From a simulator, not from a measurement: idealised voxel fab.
You're looking at the process module voxel trench capacitor.
Square cell edge 5 nm, section width 175 nm, ID cut.
Cross-section, as written here: a square-cell grid given band by band from the top down, where a band holds one or more rows of cells. It is stipulated that each band's entry specify, in nanometres, the height of the top of the band and then that of its bottom, followed by the materials of the band in left-to-right sequence, each together with its width in nanometres. A single material marked by the word "throughout" is understood to fill the band from edge to edge; the word "blank" is understood to denote empty space. Zero point of the height axis is 0; under it, received wafer = one material. Lowest band: continues down indefinitely, "top 0, no bottom". Per-row width for "30..40": begins at first number (top row of band), ends at second number (bottom row), increment between rows held constant. "same as before" after a step means that no cell of the cross-section changed. If an empty space has no open way to the top and is at least 8 cells in size, "Closed void catalog" lists it, written width x height at distance, where distance is measured from the left edge and every value is in nm. It should be noted that, on the line of a given step, the content following the step's settings is a remark produced by the simulator itself with respect to that step. "overlay nm" on a masked step: distance the mask lay right of its planned place, negative for left.

[plan]
1: op RECEIVE | material Si
2: op CONFORMAL_DEP | material SiN | thk nm 5
3: op DIRECTIONAL_DEP | material aC | thk nm 15
4: op PATTERN | tone open | mask id TRENCH | material resist | width nm 20 | pitch nm 60 | thk nm 35 | overlay nm 0
5: op DIRECTIONAL_ETCH | etch materials aC | depth nm 15
6: op STRIP | etch materials resist
7: op DIRECTIONAL_ETCH | etch materials SiN | depth nm 5
8: op DIRECTIONAL_ETCH | etch materials Si | depth nm 40
9: op STRIP | etch materials aC
10: op CONFORMAL_DEP | material HfO2 | thk nm 5
11: op CONFORMAL_DEP | material TiN | thk nm 5
12: op FILL_DEP | material W | thk nm 5
13: op CMP | height nm 5
Be aware that, although all wafers share a common starting state, the width nm at step 4 differs among them, and the plan displays the first wafer's value.

[First wafer of several, as received: cross-section after step 1]
  top 0, no bottom | Si throughout
  Closed void catalog: none

[The first of several wafers, seen in cross-section after the module's last step, step 13]
  top 5, bottom 0 | SiN 45 nm | HfO2 5 nm | TiN 10 nm | HfO2 5 nm | SiN 40 nm | HfO2 5 nm | TiN 10 nm | HfO2 5 nm | SiN 50 nm
  top 0, bottom -35 | Si 45 nm | HfO2 5 nm | TiN 10 nm | HfO2 5 nm | Si 40 nm | HfO2 5 nm | TiN 10 nm | HfO2 5 nm | Si 50 nm
  top -35, bottom -40 | Si 45 nm | HfO2 20 nm | Si 40 nm | HfO2 20 nm | Si 50 nm
  top -40, no bottom | Si throughout
  Closed void catalog: none

[Last-wafer cross-section at the end of the module]
  top 5, bottom 0 | SiN 35 nm | HfO2 5 nm | TiN 5 nm | W 25 nm | TiN 5 nm | HfO2 5 nm | SiN 15 nm | HfO2 5 nm | TiN 5 nm | W 25 nm | TiN 5 nm | HfO2 5 nm | SiN 35 nm
  top 0, bottom -30 | Si 35 nm | HfO2 5 nm | TiN 5 nm | W 25 nm | TiN 5 nm | HfO2 5 nm | Si 15 nm | HfO2 5 nm | TiN 5 nm | W 25 nm | TiN 5 nm | HfO2 5 nm | Si 35 nm
  top -30, bottom -35 | Si 35 nm | HfO2 5 nm | TiN 35 nm | HfO2 5 nm | Si 15 nm | HfO2 5 nm | TiN 35 nm | HfO2 5 nm | Si 35 nm
  top -35, bottom -40 | Si 35 nm | HfO2 45 nm | Si 15 nm | HfO2 45 nm | Si 35 nm
  top -40, no bottom | Si throughout
  Closed void catalog: none

[End of module, by wafer: material-by-material cell gain (+) or loss (-) since receipt, then closed voids]
width nm 20, +40 HfO2, -64 Si, +27 SiN, +32 TiN, Closed void catalog: none
width nm 25, +42 HfO2, -80 Si, +25 SiN, +34 TiN, +14 W, Closed void catalog: none
width nm 30, +44 HfO2, -96 Si, +23 SiN, +36 TiN, +28 W, Closed void catalog: none
width nm 35, +46 HfO2, -112 Si, +21 SiN, +38 TiN, +42 W, Closed void catalog: none
width nm 40, +48 HfO2, -128 Si, +19 SiN, +40 TiN, +56 W, Closed void catalog: none
width nm 45, +50 HfO2, -144 Si, +17 SiN, +42 TiN, +70 W, Closed void catalog: none
